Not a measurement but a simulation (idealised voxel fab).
process module | voxel gate over fins
cross-section cut | 280 nm wide | cells 5 nm
A cross-section is a grid of square cells, given in bands from the top down. A band is one or more rows of cells.
Each band's line starts with the height of the band's top and of its bottom, in nm. Then come its materials from left to right, each with its width in nm. One material with "throughout" fills the band from edge to edge. "air" is empty space.
Height 0 is the level under which the wafer as received is all one material. The lowest band goes on downwards, as in "0 down".
A width such as "30 to 40" changes by the same amount from each row of cells to the next, from the band's top row to its bottom row.
"no change" after a step means that no cell of the cross-section changed.
closed voids: empty space of 8 cells or more with no open way to the top, each as width x height at its distance from the left edge, in nm
after a step's settings: what the simulator itself notes on the step
overlay nm, on a step with a mask: how far to the right of its planned place the mask lay; to the left if negative
plan
1 op RECEIVE | material Si
2 op CONFORMAL_DEP | material SiN | thk nm 10
3 op PATTERN | tone cover | mask id FINS | material resist | width nm 15 | pitch nm 40 | thk nm 20 | overlay nm 0
4 op DIRECTIONAL_ETCH | etch materials SiN | depth nm 10
5 op DIRECTIONAL_ETCH | etch materials Si | depth nm 40
6 op STRIP | etch materials resist
7 op FILL_DEP | material SiO2 | thk nm 15
8 op CMP | height nm 10
9 op SELECTIVE_ETCH | etch materials SiO2 | depth nm 20
10 op STRIP | etch materials SiN
11 op CONFORMAL_DEP | material HfO2 | thk nm 5
12 op CONFORMAL_DEP | material TiN | thk nm 5
13 op FILL_DEP | material W | thk nm 10
14 op CMP | height nm 15
15 op CONFORMAL_DEP | material SiCN | thk nm 10
first wafer, as planned
as received, after step 1
  0 down: Si throughout
  closed voids: none
after step 2
  10 to 0: SiN throughout
  below 0: unchanged
after step 3
  30 to 10: air 110 | resist 15 | air 25 | resist 15 | air 115
  below 10: unchanged
after step 4
  30 to 10: air 110 | resist 15 | air 25 | resist 15 | air 115
  10 to 0: air 110 | SiN 15 | air 25 | SiN 15 | air 115
  below 0: unchanged
after step 5
  30 to 10: air 110 | resist 15 | air 25 | resist 15 | air 115
  10 to 0: air 110 | SiN 15 | air 25 | SiN 15 | air 115
  0 to -40: air 110 | Si 15 | air 25 | Si 15 | air 115
  below -40: unchanged
after step 6
  10 to 0: air 110 | SiN 15 | air 25 | SiN 15 | air 115
  below 0: unchanged
after step 7
  25 to 10: SiO2 throughout
  10 to 0: SiO2 110 | SiN 15 | SiO2 25 | SiN 15 | SiO2 115
  0 to -40: SiO2 110 | Si 15 | SiO2 25 | Si 15 | SiO2 115
  below -40: unchanged
after step 8
  10 to 0: SiO2 110 | SiN 15 | SiO2 25 | SiN 15 | SiO2 115
  below 0: unchanged
after step 9
  10 to 0: air 110 | SiN 15 | air 25 | SiN 15 | air 115
  0 to -10: air 110 | Si 15 | air 25 | Si 15 | air 115
  below -10: unchanged
after step 10
  0 to -10: air 110 | Si 15 | air 25 | Si 15 | air 115
  below -10: unchanged
after step 11
  5 to 0: air 105 | HfO2 25 | air 15 | HfO2 25 | air 110
  0 to -5: air 105 | HfO2 5 | Si 15 | HfO2 5 | air 15 | HfO2 5 | Si 15 | HfO2 5 | air 110
  -5 to -10: HfO2 110 | Si 15 | HfO2 25 | Si 15 | HfO2 115
  below -10: unchanged
after step 12
  10 to 5: air 100 | TiN 35 | air 5 | TiN 35 | air 105
  5 to 0: air 100 | TiN 5 | HfO2 25 | TiN 5 | air 5 | TiN 5 | HfO2 25 | TiN 5 | air 105
  0 to -5: TiN 105 | HfO2 5 | Si 15 | HfO2 5 | TiN 15 | HfO2 5 | Si 15 | HfO2 5 | TiN 110
  below -5: unchanged
after step 13
  20 to 10: W throughout
  10 to 5: W 100 | TiN 35 | W 5 | TiN 35 | W 105
  5 to 0: W 100 | TiN 5 | HfO2 25 | TiN 5 | W 5 | TiN 5 | HfO2 25 | TiN 5 | W 105
  below 0: unchanged
after step 14
  15 to 10: W throughout
  below 10: unchanged
after step 15
  25 to 15: SiCN throughout
  below 15: unchanged
second wafer: like start, like plan, one mistake. Through step 2 it matches the first wafer
when step 3 should have ended
  30 to 10: air 110 | resist 20 | air 20 | resist 20 | air 110
  below 10: unchanged
when step 4 should have ended
  30 to 10: air 110 | resist 20 | air 20 | resist 20 | air 110
  10 to 0: air 110 | SiN 20 | air 20 | SiN 20 | air 110
  below 0: unchanged
when step 5 should have ended
  30 to 10: air 110 | resist 20 | air 20 | resist 20 | air 110
  10 to 0: air 110 | SiN 20 | air 20 | SiN 20 | air 110
  0 to -40: air 110 | Si 20 | air 20 | Si 20 | air 110
  below -40: unchanged
when step 6 should have ended
  10 to 0: air 110 | SiN 20 | air 20 | SiN 20 | air 110
  below 0: unchanged
when step 7 should have ended
  25 to 10: SiO2 throughout
  10 to 0: SiO2 110 | SiN 20 | SiO2 20 | SiN 20 | SiO2 110
  0 to -40: SiO2 110 | Si 20 | SiO2 20 | Si 20 | SiO2 110
  below -40: unchanged
when step 8 should have ended
  10 to 0: SiO2 110 | SiN 20 | SiO2 20 | SiN 20 | SiO2 110
  below 0: unchanged
when step 9 should have ended
  10 to 0: air 110 | SiN 20 | air 20 | SiN 20 | air 110
  0 to -10: air 110 | Si 20 | air 20 | Si 20 | air 110
  below -10: unchanged
when step 10 should have ended
  0 to -10: air 110 | Si 20 | air 20 | Si 20 | air 110
  below -10: unchanged
when step 11 should have ended
  5 to 0: air 105 | HfO2 30 | air 10 | HfO2 30 | air 105
  0 to -5: air 105 | HfO2 5 | Si 20 | HfO2 5 | air 10 | HfO2 5 | Si 20 | HfO2 5 | air 105
  -5 to -10: HfO2 110 | Si 20 | HfO2 20 | Si 20 | HfO2 110
  below -10: unchanged
when step 12 should have ended
  10 to 5: air 100 | TiN 80 | air 100
  5 to 0: air 100 | TiN 5 | HfO2 30 | TiN 10 | HfO2 30 | TiN 5 | air 100
  0 to -5: TiN 105 | HfO2 5 | Si 20 | HfO2 5 | TiN 10 | HfO2 5 | Si 20 | HfO2 5 | TiN 105
  below -5: unchanged
when step 13 should have ended
  20 to 10: W throughout
  10 to 5: W 100 | TiN 80 | W 100
  5 to 0: W 100 | TiN 5 | HfO2 30 | TiN 10 | HfO2 30 | TiN 5 | W 100
  below 0: unchanged
when step 14 should have ended
  15 to 10: W throughout
  below 10: unchanged
when step 15 should have ended
  25 to 15: SiCN throughout
  below 15: unchanged
what went wrong: step 3 ran as: op PATTERN | tone cover | mask id FINS | material resist | width nm 20 | pitch nm 40 | thk nm 20 | overlay nm 0
at the end the second wafer has, in cells: 16 more of Si | 12 fewer of SiO2 | 4 fewer of W
